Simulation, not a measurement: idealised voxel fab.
voxel transistor to metal: a process module
260 nm wide, 5 nm square cells: that's cross-section cut.
Bands, listed from the top down, are how a cross-section gets written in this document; the cross-section itself is a grid of square cells, and a band is one or more rows of them. First you get the band's top height and its bottom height, in nm, and then the materials it's made of, left to right, with each width in nm. If you see a single material with "edge to edge", that one covers the band edge to edge. "blank" is empty space. Heights from 0 (as-received wafer is one material below). Bottom band endless downward, as "0 down". The notation "30 to 40" denotes a width that varies across the rows of cells in the band, beginning at the first number in the top row, finishing at the second number in the bottom row, and changing by an identical amount from each row to the next. The cross-section has no changed cell in any step marked "no change occurred". "Closed void table" - sealed voids, min. 8 cells, no opening to top; format: width x height at distance (distance from left edge; nm throughout). Heads up: the bit after the settings on a step's line is the simulator's remark on that step. For masked steps, "overlay nm" on the step line gives how far right of plan the mask actually lay; a minus sign means it lay to the left. Reading guide: pairs of cross-sections, before and after one process step; after view cut off at lowest changed band; step and settings listed under each pair. Pairs may stem from different runs of this module on the same starting wafer; continuity with the pair above only where the "Pre-step view" entry states it.

**Pre-step view**
35 to 25  blank=55; SiN=5; SiCN=20; SiN=5; blank=90; SiN=5; SiCN=20; SiN=5; blank=55
25 to 0  blank=55; SiN=5; polySi=20; SiN=5; blank=90; SiN=5; polySi=20; SiN=5; blank=55
0 to -5  blank=20; SiGe=35; SiO2=30; SiGe=40; blank=15; SiGe=35; SiO2=30; SiGe=40; blank=15
-5 to -30  SiO2=25; Si=95; SiO2=25; Si=95; SiO2=20
-30 down  Si edge to edge
Closed void table: none

**Sectional View, Post-Process**
40 to 35  SiO2 edge to edge
35 to 25  SiO2=55; SiN=5; SiCN=20; SiN=5; SiO2=90; SiN=5; SiCN=20; SiN=5; SiO2=55
25 to 0  SiO2=55; SiN=5; polySi=20; SiN=5; SiO2=90; SiN=5; polySi=20; SiN=5; SiO2=55
0 to -5  SiO2=20; SiGe=35; SiO2=30; SiGe=40; SiO2=15; SiGe=35; SiO2=30; SiGe=40; SiO2=15
Below -5 it's all the same as before, nothing changed down there.
Closed void table: none
Relating the two cross-sections above, the step in between is op FILL_DEP | material SiO2 | thk nm 5

Pre-step view: same picture as after in the pair right above, so we don't repeat it.

**Sectional View, Post-Process**
35 to 25  SiO2=55; SiN=5; SiCN=20; SiN=5; SiO2=90; SiN=5; SiCN=20; SiN=5; SiO2=55
Below 25 it's all the same as before, nothing changed down there.
Closed void table: none
Relating the two cross-sections above, the step in between is op CMP | height nm 35

Pre-step view: same picture as after in the pair right above, so we don't repeat it.

**Sectional View, Post-Process**
45 to 35  SiO2 edge to edge
Below 35 it's all the same as before, nothing changed down there.
Closed void table: none
Relating the two cross-sections above, the step in between is op DIRECTIONAL_DEP | material SiO2 | thk nm 10

Pre-step view: same picture as after in the pair right above, so we don't repeat it.

**Sectional View, Post-Process**
60 to 45  aC edge to edge
Below 45 it's all the same as before, nothing changed down there.
Closed void table: none
Relating the two cross-sections above, the step in between is op DIRECTIONAL_DEP | material aC | thk nm 15

Pre-step view: same picture as after in the pair right above, so we don't repeat it.

**Sectional View, Post-Process**
90 to 60  resist=30; blank=25; resist=30; blank=25; resist=40; blank=25; resist=30; blank=25; resist=30
Below 60 it's all the same as before, nothing changed down there.
Closed void table: none
Relating the two cross-sections above, the step in between is op PATTERN | tone open | mask id CONTACT | material resist | width nm 25 | thk nm 30 | overlay nm 0

Pre-step view: same picture as after in the pair right above, so we don't repeat it.

**Sectional View, Post-Process**
75 to 60  resist=30; blank=25; resist=30; blank=25; resist=40; blank=25; resist=30; blank=25; resist=30
60 to 45  aC=30; blank=25; aC=30; blank=25; aC=40; blank=25; aC=30; blank=25; aC=30
Below 45 it's all the same as before, nothing changed down there.
Closed void table: none
Relating the two cross-sections above, the step in between is op DIRECTIONAL_ETCH | etch materials aC | depth nm 15

Pre-step view: same picture as after in the pair right above, so we don't repeat it.

**Sectional View, Post-Process**
60 to 45  aC=30; blank=25; aC=30; blank=25; aC=40; blank=25; aC=30; blank=25; aC=30
Below 45 it's all the same as before, nothing changed down there.
Closed void table: none
Relating the two cross-sections above, the step in between is op STRIP | etch materials resist

Pre-step view: same picture as after in the pair right above, so we don't repeat it.

**Sectional View, Post-Process**
60 to 45  aC=30; blank=25; aC=30; blank=25; aC=40; blank=25; aC=30; blank=25; aC=30
45 to 35  SiO2=30; blank=25; SiO2=30; blank=25; SiO2=40; blank=25; SiO2=30; blank=25; SiO2=30
35 to 25  SiO2=30; blank=25; SiN=5; SiCN=20; SiN=5; blank=25; SiO2=40; blank=25; SiN=5; SiCN=20; SiN=5; blank=25; SiO2=30
25 to 0  SiO2=30; blank=25; SiN=5; polySi=20; SiN=5; blank=25; SiO2=40; blank=25; SiN=5; polySi=20; SiN=5; blank=25; SiO2=30
Below 0 it's all the same as before, nothing changed down there.
Closed void table: none
Relating the two cross-sections above, the step in between is op DIRECTIONAL_ETCH | etch materials SiO2 | depth nm 45

Pre-step view: same picture as after in the pair right above, so we don't repeat it.

**Sectional View, Post-Process**
45 to 35  SiO2=30; blank=25; SiO2=30; blank=25; SiO2=40; blank=25; SiO2=30; blank=25; SiO2=30
Below 35 it's all the same as before, nothing changed down there.
Closed void table: none
Relating the two cross-sections above, the step in between is op STRIP | etch materials aC

Pre-step view: same picture as after in the pair right above, so we don't repeat it.

**Sectional View, Post-Process**
50 to 45  TiN=35; blank=15; TiN=40; blank=15; TiN=50; blank=15; TiN=40; blank=15; TiN=35
45 to 35  SiO2=30; TiN=5; blank=15; TiN=5; SiO2=30; TiN=5; blank=15; TiN=5; SiO2=40; TiN=5; blank=15; TiN=5; SiO2=30; TiN=5; blank=15; TiN=5; SiO2=30
35 to 25  SiO2=30; TiN=5; blank=15; TiN=5; SiN=5; SiCN=20; SiN=5; TiN=5; blank=15; TiN=5; SiO2=40; TiN=5; blank=15; TiN=5; SiN=5; SiCN=20; SiN=5; TiN=5; blank=15; TiN=5; SiO2=30
25 to 5  SiO2=30; TiN=5; blank=15; TiN=5; SiN=5; polySi=20; SiN=5; TiN=5; blank=15; TiN=5; SiO2=40; TiN=5; blank=15; TiN=5; SiN=5; polySi=20; SiN=5; TiN=5; blank=15; TiN=5; SiO2=30
5 to 0  SiO2=30; TiN=25; SiN=5; polySi=20; SiN=5; TiN=25; SiO2=40; TiN=25; SiN=5; polySi=20; SiN=5; TiN=25; SiO2=30
Below 0 it's all the same as before, nothing changed down there.
Closed void table: none
Relating the two cross-sections above, the step in between is op CONFORMAL_DEP | material TiN | thk nm 5

Pre-step view: same picture as after in the pair right above, so we don't repeat it.

**Sectional View, Post-Process**
60 to 50  W edge to edge
50 to 45  TiN=35; W=15; TiN=40; W=15; TiN=50; W=15; TiN=40; W=15; TiN=35
45 to 35  SiO2=30; TiN=5; W=15; TiN=5; SiO2=30; TiN=5; W=15; TiN=5; SiO2=40; TiN=5; W=15; TiN=5; SiO2=30; TiN=5; W=15; TiN=5; SiO2=30
35 to 25  SiO2=30; TiN=5; W=15; TiN=5; SiN=5; SiCN=20; SiN=5; TiN=5; W=15; TiN=5; SiO2=40; TiN=5; W=15; TiN=5; SiN=5; SiCN=20; SiN=5; TiN=5; W=15; TiN=5; SiO2=30
25 to 5  SiO2=30; TiN=5; W=15; TiN=5; SiN=5; polySi=20; SiN=5; TiN=5; W=15; TiN=5; SiO2=40; TiN=5; W=15; TiN=5; SiN=5; polySi=20; SiN=5; TiN=5; W=15; TiN=5; SiO2=30
Below 5 it's all the same as before, nothing changed down there.
Closed void table: none
Relating the two cross-sections above, the step in between is op FILL_DEP | material W | thk nm 10

Pre-step view: same picture as after in the pair right above, so we don't repeat it.

**Sectional View, Post-Process**
45 to 35  SiO2=30; TiN=5; W=15; TiN=5; SiO2=30; TiN=5; W=15; TiN=5; SiO2=40; TiN=5; W=15; TiN=5; SiO2=30; TiN=5; W=15; TiN=5; SiO2=30
Below 35 it's all the same as before, nothing changed down there.
Closed void table: none
Relating the two cross-sections above, the step in between is op CMP | height nm 45

Pre-step view: same picture as after in the pair right above, so we don't repeat it.

**Sectional View, Post-Process**
50 to 45  SiN edge to edge
Below 45 it's all the same as before, nothing changed down there.
Closed void table: none
Relating the two cross-sections above, the step in between is op CONFORMAL_DEP | material SiN | thk nm 5

Pre-step view: same picture as after in the pair right above, so we don't repeat it.

**Sectional View, Post-Process**
75 to 50  SiO2 edge to edge
Below 50 it's all the same as before, nothing changed down there.
Closed void table: none
Relating the two cross-sections above, the step in between is op DIRECTIONAL_DEP | material SiO2 | thk nm 25

Pre-step view: same picture as after in the pair right above, so we don't repeat it.

**Sectional View, Post-Process**
90 to 75  aC edge to edge
Below 75 it's all the same as before, nothing changed down there.
Closed void table: none
Relating the two cross-sections above, the step in between is op DIRECTIONAL_DEP | material aC | thk nm 15

Pre-step view: same picture as after in the pair right above, so we don't repeat it.

**Sectional View, Post-Process**
125 to 90  resist=30; blank=15; resist=50; blank=15; resist=40; blank=15; resist=50; blank=15; resist=30
Below 90 it's all the same as before, nothing changed down there.
Closed void table: none
Relating the two cross-sections above, the step in between is op PATTERN | tone open | mask id METAL_1 | material resist | width nm 15 | thk nm 35 | overlay nm 0

Pre-step view: same picture as after in the pair right above, so we don't repeat it.

**Sectional View, Post-Process**
110 to 90  resist=30; blank=15; resist=50; blank=15; resist=40; blank=15; resist=50; blank=15; resist=30
90 to 75  aC=30; blank=15; aC=50; blank=15; aC=40; blank=15; aC=50; blank=15; aC=30
Below 75 it's all the same as before, nothing changed down there.
Closed void table: none
Relating the two cross-sections above, the step in between is op DIRECTIONAL_ETCH | etch materials aC | depth nm 15

Pre-step view: same picture as after in the pair right above, so we don't repeat it.

**Sectional View, Post-Process**
90 to 75  aC=30; blank=15; aC=50; blank=15; aC=40; blank=15; aC=50; blank=15; aC=30
Below 75 it's all the same as before, nothing changed down there.
Closed void table: none
Relating the two cross-sections above, the step in between is op STRIP | etch materials resist

Pre-step view: same picture as after in the pair right above, so we don't repeat it.

**Sectional View, Post-Process**
90 to 75  aC=30; blank=15; aC=50; blank=15; aC=40; blank=15; aC=50; blank=15; aC=30
75 to 50  SiO2=30; blank=15; SiO2=50; blank=15; SiO2=40; blank=15; SiO2=50; blank=15; SiO2=30
Below 50 it's all the same as before, nothing changed down there.
Closed void table: none
Relating the two cross-sections above, the step in between is op DIRECTIONAL_ETCH | etch materials SiO2 | depth nm 25

Pre-step view: same picture as after in the pair right above, so we don't repeat it.

**Sectional View, Post-Process**
90 to 75  aC=30; blank=15; aC=50; blank=15; aC=40; blank=15; aC=50; blank=15; aC=30
75 to 50  SiO2=30; blank=15; SiO2=50; blank=15; SiO2=40; blank=15; SiO2=50; blank=15; SiO2=30
50 to 45  SiN=30; blank=15; SiN=50; blank=15; SiN=40; blank=15; SiN=50; blank=15; SiN=30
Below 45 it's all the same as before, nothing changed down there.
Closed void table: none
Relating the two cross-sections above, the step in between is op DIRECTIONAL_ETCH | etch materials SiN | depth nm 5

Pre-step view: same picture as after in the pair right above, so we don't repeat it.

**Sectional View, Post-Process**
75 to 50  SiO2=30; blank=15; SiO2=50; blank=15; SiO2=40; blank=15; SiO2=50; blank=15; SiO2=30
Below 50 it's all the same as before, nothing changed down there.
Closed void table: none
Relating the two cross-sections above, the step in between is op STRIP | etch materials aC

Pre-step view: same picture as after in the pair right above, so we don't repeat it.

**Sectional View, Post-Process**
80 to 75  TiN=35; blank=5; TiN=60; blank=5; TiN=50; blank=5; TiN=60; blank=5; TiN=35
75 to 50  SiO2=30; TiN=5; blank=5; TiN=5; SiO2=50; TiN=5; blank=5; TiN=5; SiO2=40; TiN=5; blank=5; TiN=5; SiO2=50; TiN=5; blank=5; TiN=5; SiO2=30
50 to 45  SiN=30; TiN=15; SiN=50; TiN=15; SiN=40; TiN=15; SiN=50; TiN=15; SiN=30
Below 45 it's all the same as before, nothing changed down there.
Closed void table: none
Relating the two cross-sections above, the step in between is op CONFORMAL_DEP | material TiN | thk nm 5

Pre-step view: same picture as after in the pair right above, so we don't repeat it.

**Sectional View, Post-Process**
85 to 80  Cu edge to edge
80 to 75  TiN=35; Cu=5; TiN=60; Cu=5; TiN=50; Cu=5; TiN=60; Cu=5; TiN=35
75 to 50  SiO2=30; TiN=5; Cu=5; TiN=5; SiO2=50; TiN=5; Cu=5; TiN=5; SiO2=40; TiN=5; Cu=5; TiN=5; SiO2=50; TiN=5; Cu=5; TiN=5; SiO2=30
Below 50 it's all the same as before, nothing changed down there.
Closed void table: none
Relating the two cross-sections above, the step in between is op FILL_DEP | material Cu | thk nm 5

Pre-step view: same picture as after in the pair right above, so we don't repeat it.

**Sectional View, Post-Process**
75 to 50  SiO2=30; TiN=5; Cu=5; TiN=5; SiO2=50; TiN=5; Cu=5; TiN=5; SiO2=40; TiN=5; Cu=5; TiN=5; SiO2=50; TiN=5; Cu=5; TiN=5; SiO2=30
Below 50 it's all the same as before, nothing changed down there.
Closed void table: none
Relating the two cross-sections above, the step in between is op CMP | height nm 75

Pre-step view: same picture as after in the pair right above, so we don't repeat it.

**Sectional View, Post-Process**
80 to 75  blank=25; Ru=25; blank=40; Ru=25; blank=30; Ru=25; blank=40; Ru=25; blank=25
Below 75 it's all the same as before, nothing changed down there.
Closed void table: none
Relating the two cross-sections above, the step in between is op EPI | material Ru | thk nm 5

Pre-step view: same picture as after in the pair right above, so we don't repeat it.

**Sectional View, Post-Process**
85 to 80  SiCN edge to edge
80 to 75  SiCN=25; Ru=25; SiCN=40; Ru=25; SiCN=30; Ru=25; SiCN=40; Ru=25; SiCN=25
Below 75 it's all the same as before, nothing changed down there.
Closed void table: none
Relating the two cross-sections above, the step in between is op FILL_DEP | material SiCN | thk nm 5

Pre-step view: same picture as after in the pair right above, so we don't repeat it.

**Sectional View, Post-Process**
110 to 85  lowk edge to edge
Below 85 it's all the same as before, nothing changed down there.
Closed void table: none
Relating the two cross-sections above, the step in between is op DIRECTIONAL_DEP | material lowk | thk nm 25

Pre-step view: same picture as after in the pair right above, so we don't repeat it.

**Sectional View, Post-Process**
125 to 110  resist=30; blank=15; resist=105; blank=15; resist=95
Below 110 it's all the same as before, nothing changed down there.
Closed void table: none
Relating the two cross-sections above, the step in between is op PATTERN | tone open | mask id METAL_2 | material resist | width nm 15 | pitch nm 120 | thk nm 15 | overlay nm 0

Pre-step view: same picture as after in the pair right above, so we don't repeat it.

**Sectional View, Post-Process**
125 to 110  resist=30; blank=15; resist=105; blank=15; resist=95
110 to 95  lowk=30; blank=15; lowk=105; blank=15; lowk=95
Below 95 it's all the same as before, nothing changed down there.
Closed void table: none
Relating the two cross-sections above, the step in between is op DIRECTIONAL_ETCH | etch materials lowk | depth nm 15

Pre-step view: same picture as after in the pair right above, so we don't repeat it.

**Sectional View, Post-Process**
110 to 95  lowk=30; blank=15; lowk=105; blank=15; lowk=95
Below 95 it's all the same as before, nothing changed down there.
Closed void table: none
Relating the two cross-sections above, the step in between is op STRIP | etch materials resist

Pre-step view: same picture as after in the pair right above, so we don't repeat it.

**Sectional View, Post-Process**
120 to 110  aC=30; blank=15; aC=105; blank=15; aC=95
110 to 105  lowk=30; blank=15; lowk=105; blank=15; lowk=95
105 to 95  lowk=30; aC=15; lowk=105; aC=15; lowk=95
Below 95 it's all the same as before, nothing changed down there.
Closed void table: none
Relating the two cross-sections above, the step in between is op DIRECTIONAL_DEP | material aC | thk nm 10

Pre-step view: same picture as after in the pair right above, so we don't repeat it.

**Sectional View, Post-Process**
150 to 120  resist=30; blank=15; resist=105; blank=15; resist=95
Below 120 it's all the same as before, nothing changed down there.
Closed void table: none
Relating the two cross-sections above, the step in between is op PATTERN | tone open | mask id METAL_2_HOLES | material resist | width nm 15 | pitch nm 120 | thk nm 30 | overlay nm 0

Pre-step view: same picture as after in the pair right above, so we don't repeat it.

**Sectional View, Post-Process**
140 to 120  resist=30; blank=15; resist=105; blank=15; resist=95
120 to 110  aC=30; blank=15; aC=105; blank=15; aC=95
110 to 95  lowk=30; blank=15; lowk=105; blank=15; lowk=95
Below 95 it's all the same as before, nothing changed down there.
Closed void table: none
Relating the two cross-sections above, the step in between is op DIRECTIONAL_ETCH | etch materials aC | depth nm 10

Pre-step view: same picture as after in the pair right above, so we don't repeat it.

**Sectional View, Post-Process**
120 to 110  aC=30; blank=15; aC=105; blank=15; aC=95
Below 110 it's all the same as before, nothing changed down there.
Closed void table: none
Relating the two cross-sections above, the step in between is op STRIP | etch materials resist

Pre-step view: same picture as after in the pair right above, so we don't repeat it.

**Sectional View, Post-Process**
120 to 110  aC=30; blank=15; aC=105; blank=15; aC=95
110 to 85  lowk=30; blank=15; lowk=105; blank=15; lowk=95
Below 85 it's all the same as before, nothing changed down there.
Closed void table: none
Relating the two cross-sections above, the step in between is op DIRECTIONAL_ETCH | etch materials lowk | depth nm 10

Pre-step view: same picture as after in the pair right above, so we don't repeat it.

**Sectional View, Post-Process**
120 to 110  aC=30; blank=15; aC=105; blank=15; aC=95
110 to 85  lowk=30; blank=15; lowk=105; blank=15; lowk=95
85 to 80  SiCN=30; blank=15; SiCN=105; blank=15; SiCN=95
Below 80 it's all the same as before, nothing changed down there.
Closed void table: none
Relating the two cross-sections above, the step in between is op DIRECTIONAL_ETCH | etch materials SiCN | depth nm 5

Pre-step view: same picture as after in the pair right above, so we don't repeat it.

**Sectional View, Post-Process**
110 to 85  lowk=30; blank=15; lowk=105; blank=15; lowk=95
Below 85 it's all the same as before, nothing changed down there.
Closed void table: none
Relating the two cross-sections above, the step in between is op STRIP | etch materials aC

Pre-step view: same picture as after in the pair right above, so we don't repeat it.

**Sectional View, Post-Process**
115 to 110  TiN=35; blank=5; TiN=115; blank=5; TiN=100
110 to 85  lowk=30; TiN=5; blank=5; TiN=5; lowk=105; TiN=5; blank=5; TiN=5; lowk=95
85 to 80  SiCN=30; TiN=15; SiCN=105; TiN=15; SiCN=95
Below 80 it's all the same as before, nothing changed down there.
Closed void table: none
Relating the two cross-sections above, the step in between is op CONFORMAL_DEP | material TiN | thk nm 5

Pre-step view: same picture as after in the pair right above, so we don't repeat it.

**Sectional View, Post-Process**
120 to 115  Cu edge to edge
115 to 110  TiN=35; Cu=5; TiN=115; Cu=5; TiN=100
110 to 85  lowk=30; TiN=5; Cu=5; TiN=5; lowk=105; TiN=5; Cu=5; TiN=5; lowk=95
Below 85 it's all the same as before, nothing changed down there.
Closed void table: none
Relating the two cross-sections above, the step in between is op FILL_DEP | material Cu | thk nm 5

Pre-step view: same picture as after in the pair right above, so we don't repeat it.

**Sectional View, Post-Process**
110 to 85  lowk=30; TiN=5; Cu=5; TiN=5; lowk=105; TiN=5; Cu=5; TiN=5; lowk=95
Below 85 it's all the same as before, nothing changed down there.
Closed void table: none
Relating the two cross-sections above, the step in between is op CMP | height nm 110

Pre-step view: same picture as after in the pair right above, so we don't repeat it.

**Sectional View, Post-Process**
115 to 110  SiN edge to edge
Below 110 it's all the same as before, nothing changed down there.
Closed void table: none
Relating the two cross-sections above, the step in between is op CONFORMAL_DEP | material SiN | thk nm 5

**Pre-step view**
20 to 5  SiN edge to edge
5 to 0  SiO2 edge to edge
0 down  Si edge to edge
Closed void table: none

**Sectional View, Post-Process**
40 to 20  blank=20; resist=90; blank=30; resist=90; blank=30
Below 20 it's all the same as before, nothing changed down there.
Closed void table: none
Relating the two cross-sections above, the step in between is op PATTERN | tone cover | mask id ACTIVE | material resist | width nm 90 | pitch nm 120 | thk nm 20 | overlay nm -5

Pre-step view: same picture as after in the pair right above, so we don't repeat it.

**Sectional View, Post-Process**
40 to 20  blank=20; resist=90; blank=30; resist=90; blank=30
20 to 5  blank=20; SiN=90; blank=30; SiN=90; blank=30
Below 5 it's all the same as before, nothing changed down there.
Closed void table: none
Relating the two cross-sections above, the step in between is op DIRECTIONAL_ETCH | etch materials SiN | depth nm 15

Pre-step view: same picture as after in the pair right above, so we don't repeat it.

**Sectional View, Post-Process**
40 to 20  blank=20; resist=90; blank=30; resist=90; blank=30
20 to 5  blank=20; SiN=90; blank=30; SiN=90; blank=30
5 to 0  blank=20; SiO2=90; blank=30; SiO2=90; blank=30
Below 0 it's all the same as before, nothing changed down there.
Closed void table: none
Relating the two cross-sections above, the step in between is op DIRECTIONAL_ETCH | etch materials SiO2 | depth nm 5

Pre-step view: same picture as after in the pair right above, so we don't repeat it.

**Sectional View, Post-Process**
40 to 20  blank=20; resist=90; blank=30; resist=90; blank=30
20 to 5  blank=20; SiN=90; blank=30; SiN=90; blank=30
5 to 0  blank=20; SiO2=90; blank=30; SiO2=90; blank=30
0 to -30  blank=20; Si=90; blank=30; Si=90; blank=30
Below -30 it's all the same as before, nothing changed down there.
Closed void table: none
Relating the two cross-sections above, the step in between is op DIRECTIONAL_ETCH | etch materials Si | depth nm 30

Pre-step view: same picture as after in the pair right above, so we don't repeat it.

**Sectional View, Post-Process**
20 to 5  blank=20; SiN=90; blank=30; SiN=90; blank=30
Below 5 it's all the same as before, nothing changed down there.
Closed void table: none
Relating the two cross-sections above, the step in between is op STRIP | etch materials resist

Pre-step view: same picture as after in the pair right above, so we don't repeat it.

**Sectional View, Post-Process**
25 to 20  SiO2 edge to edge
20 to 5  SiO2=20; SiN=90; SiO2=30; SiN=90; SiO2=30
5 to 0  SiO2 edge to edge
0 to -30  SiO2=20; Si=90; SiO2=30; Si=90; SiO2=30
Below -30 it's all the same as before, nothing changed down there.
Closed void table: none
Relating the two cross-sections above, the step in between is op FILL_DEP | material SiO2 | thk nm 5

Pre-step view: same picture as after in the pair right above, so we don't repeat it.

**Sectional View, Post-Process**
20 to 5  SiO2=20; SiN=90; SiO2=30; SiN=90; SiO2=30
Below 5 it's all the same as before, nothing changed down there.
Closed void table: none
Relating the two cross-sections above, the step in between is op CMP | height nm 20

Pre-step view: same picture as after in the pair right above, so we don't repeat it.

**Sectional View, Post-Process**
20 to 5  blank=20; SiN=90; blank=30; SiN=90; blank=30
Below 5 it's all the same as before, nothing changed down there.
Closed void table: none
Relating the two cross-sections above, the step in between is op SELECTIVE_ETCH | etch materials SiO2 | depth nm 15

Pre-step view: same picture as after in the pair right above, so we don't repeat it.

**Sectional View, Post-Process**
5 to 0  SiO2 edge to edge
Below 0 it's all the same as before, nothing changed down there.
Closed void table: none
Relating the two cross-sections above, the step in between is op STRIP | etch materials SiN

Pre-step view: same picture as after in the pair right above, so we don't repeat it.

**Sectional View, Post-Process**
0 to -30  SiO2=20; Si=90; SiO2=30; Si=90; SiO2=30
Below -30 it's all the same as before, nothing changed down there.
Closed void table: none
Relating the two cross-sections above, the step in between is op SELECTIVE_ETCH | etch materials SiO2 | depth nm 5

Pre-step view: same picture as after in the pair right above, so we don't repeat it.

**Sectional View, Post-Process**
0 to -5  SiO2 edge to edge
Below -5 it's all the same as before, nothing changed down there.
Closed void table: none
Relating the two cross-sections above, the step in between is op OXIDIZE | depth nm 5

Pre-step view: same picture as after in the pair right above, so we don't repeat it.

**Sectional View, Post-Process**
25 to 0  polySi edge to edge
Below 0 it's all the same as before, nothing changed down there.
Closed void table: none
Relating the two cross-sections above, the step in between is op DIRECTIONAL_DEP | material polySi | thk nm 25

Pre-step view: same picture as after in the pair right above, so we don't repeat it.

**Sectional View, Post-Process**
35 to 25  SiCN edge to edge
Below 25 it's all the same as before, nothing changed down there.
Closed void table: none
Relating the two cross-sections above, the step in between is op DIRECTIONAL_DEP | material SiCN | thk nm 10

Pre-step view: same picture as after in the pair right above, so we don't repeat it.

**Sectional View, Post-Process**
35 to 25  blank=60; SiCN=20; blank=100; SiCN=20; blank=60
Below 25 it's all the same as before, nothing changed down there.
Closed void table: none
Relating the two cross-sections above, the step in between is op MASKED_ETCH | tone cover | mask id GATE | width nm 20 | pitch nm 120 | etch materials SiCN | depth nm 20 | overlay nm 0

Pre-step view: same picture as after in the pair right above, so we don't repeat it.

**Sectional View, Post-Process**
35 to 25  blank=60; SiCN=20; blank=100; SiCN=20; blank=60
25 to 0  blank=60; polySi=20; blank=100; polySi=20; blank=60
Below 0 it's all the same as before, nothing changed down there.
Closed void table: none
Relating the two cross-sections above, the step in between is op MASKED_ETCH | tone cover | mask id GATE | width nm 20 | pitch nm 120 | etch materials polySi | depth nm 35 | overlay nm 0

Pre-step view: same picture as after in the pair right above, so we don't repeat it.

**Sectional View, Post-Process**
40 to 35  blank=55; SiN=30; blank=90; SiN=30; blank=55
35 to 25  blank=55; SiN=5; SiCN=20; SiN=5; blank=90; SiN=5; SiCN=20; SiN=5; blank=55
25 to 5  blank=55; SiN=5; polySi=20; SiN=5; blank=90; SiN=5; polySi=20; SiN=5; blank=55
5 to 0  SiN=60; polySi=20; SiN=100; polySi=20; SiN=60
Below 0 it's all the same as before, nothing changed down there.
Closed void table: none
Relating the two cross-sections above, the step in between is op CONFORMAL_DEP | material SiN | thk nm 5

Pre-step view: same picture as after in the pair right above, so we don't repeat it.

**Sectional View, Post-Process**
35 to 25  blank=55; SiN=5; SiCN=20; SiN=5; blank=90; SiN=5; SiCN=20; SiN=5; blank=55
25 to 0  blank=55; SiN=5; polySi=20; SiN=5; blank=90; SiN=5; polySi=20; SiN=5; blank=55
Below 0 it's all the same as before, nothing changed down there.
Closed void table: none
Relating the two cross-sections above, the step in between is op DIRECTIONAL_ETCH | etch materials SiN | depth nm 5

Pre-step view: same picture as after in the pair right above, so we don't repeat it.

**Sectional View, Post-Process**
35 to 25  blank=55; SiN=5; SiCN=20; SiN=5; blank=90; SiN=5; SiCN=20; SiN=5; blank=55
25 to 0  blank=55; SiN=5; polySi=20; SiN=5; blank=90; SiN=5; polySi=20; SiN=5; blank=55
0 to -5  blank=55; SiO2=30; blank=90; SiO2=30; blank=55
Below -5 it's all the same as before, nothing changed down there.
Closed void table: none
Relating the two cross-sections above, the step in between is op DIRECTIONAL_ETCH | etch materials SiO2 | depth nm 5

Pre-step view: same picture as after in the pair right above, so we don't repeat it.

**Sectional View, Post-Process**
35 to 25  blank=55; SiN=5; SiCN=20; SiN=5; blank=90; SiN=5; SiCN=20; SiN=5; blank=55
25 to 0  blank=55; SiN=5; polySi=20; SiN=5; blank=90; SiN=5; polySi=20; SiN=5; blank=55
0 to -5  blank=15; SiGe=40; SiO2=30; SiGe=30; blank=20; SiGe=40; SiO2=30; SiGe=30; blank=25
Below -5 it's all the same as before, nothing changed down there.
Closed void table: none
Relating the two cross-sections above, the step in between is op EPI | material SiGe | thk nm 5

Pre-step view: same picture as after in the pair right above, so we don't repeat it.

**Sectional View, Post-Process**
40 to 35  SiO2 edge to edge
35 to 25  SiO2=55; SiN=5; SiCN=20; SiN=5; SiO2=90; SiN=5; SiCN=20; SiN=5; SiO2=55
25 to 0  SiO2=55; SiN=5; polySi=20; SiN=5; SiO2=90; SiN=5; polySi=20; SiN=5; SiO2=55
0 to -5  SiO2=15; SiGe=40; SiO2=30; SiGe=30; SiO2=20; SiGe=40; SiO2=30; SiGe=30; SiO2=25
Below -5 it's all the same as before, nothing changed down there.
Closed void table: none
Relating the two cross-sections above, the step in between is op FILL_DEP | material SiO2 | thk nm 5

Pre-step view: same picture as after in the pair right above, so we don't repeat it.

**Sectional View, Post-Process**
35 to 25  SiO2=55; SiN=5; SiCN=20; SiN=5; SiO2=90; SiN=5; SiCN=20; SiN=5; SiO2=55
Below 25 it's all the same as before, nothing changed down there.
Closed void table: none
Relating the two cross-sections above, the step in between is op CMP | height nm 35

Pre-step view: same picture as after in the pair right above, so we don't repeat it.

**Sectional View, Post-Process**
45 to 35  SiO2 edge to edge
Below 35 it's all the same as before, nothing changed down there.
Closed void table: none
Relating the two cross-sections above, the step in between is op DIRECTIONAL_DEP | material SiO2 | thk nm 10

Pre-step view: same picture as after in the pair right above, so we don't repeat it.

**Sectional View, Post-Process**
60 to 45  aC edge to edge
Below 45 it's all the same as before, nothing changed down there.
Closed void table: none
Relating the two cross-sections above, the step in between is op DIRECTIONAL_DEP | material aC | thk nm 15

Pre-step view: same picture as after in the pair right above, so we don't repeat it.

**Sectional View, Post-Process**
90 to 60  resist=30; blank=25; resist=30; blank=25; resist=40; blank=25; resist=30; blank=25; resist=30
Below 60 it's all the same as before, nothing changed down there.
Closed void table: none
Relating the two cross-sections above, the step in between is op PATTERN | tone open | mask id CONTACT | material resist | width nm 25 | thk nm 30 | overlay nm 0

Pre-step view: same picture as after in the pair right above, so we don't repeat it.

**Sectional View, Post-Process**
75 to 60  resist=30; blank=25; resist=30; blank=25; resist=40; blank=25; resist=30; blank=25; resist=30
60 to 45  aC=30; blank=25; aC=30; blank=25; aC=40; blank=25; aC=30; blank=25; aC=30
Below 45 it's all the same as before, nothing changed down there.
Closed void table: none
Relating the two cross-sections above, the step in between is op DIRECTIONAL_ETCH | etch materials aC | depth nm 15

Pre-step view: same picture as after in the pair right above, so we don't repeat it.

**Sectional View, Post-Process**
60 to 45  aC=30; blank=25; aC=30; blank=25; aC=40; blank=25; aC=30; blank=25; aC=30
Below 45 it's all the same as before, nothing changed down there.
Closed void table: none
Relating the two cross-sections above, the step in between is op STRIP | etch materials resist

Pre-step view: same picture as after in the pair right above, so we don't repeat it.

**Sectional View, Post-Process**
60 to 45  aC=30; blank=25; aC=30; blank=25; aC=40; blank=25; aC=30; blank=25; aC=30
45 to 35  SiO2=30; blank=25; SiO2=30; blank=25; SiO2=40; blank=25; SiO2=30; blank=25; SiO2=30
35 to 25  SiO2=30; blank=25; SiN=5; SiCN=20; SiN=5; blank=25; SiO2=40; blank=25; SiN=5; SiCN=20; SiN=5; blank=25; SiO2=30
25 to 0  SiO2=30; blank=25; SiN=5; polySi=20; SiN=5; blank=25; SiO2=40; blank=25; SiN=5; polySi=20; SiN=5; blank=25; SiO2=30
Below 0 it's all the same as before, nothing changed down there.
Closed void table: none
Relating the two cross-sections above, the step in between is op DIRECTIONAL_ETCH | etch materials SiO2 | depth nm 45

Pre-step view: same picture as after in the pair right above, so we don't repeat it.

**Sectional View, Post-Process**
45 to 35  SiO2=30; blank=25; SiO2=30; blank=25; SiO2=40; blank=25; SiO2=30; blank=25; SiO2=30
Below 35 it's all the same as before, nothing changed down there.
Closed void table: none
Relating the two cross-sections above, the step in between is op STRIP | etch materials aC
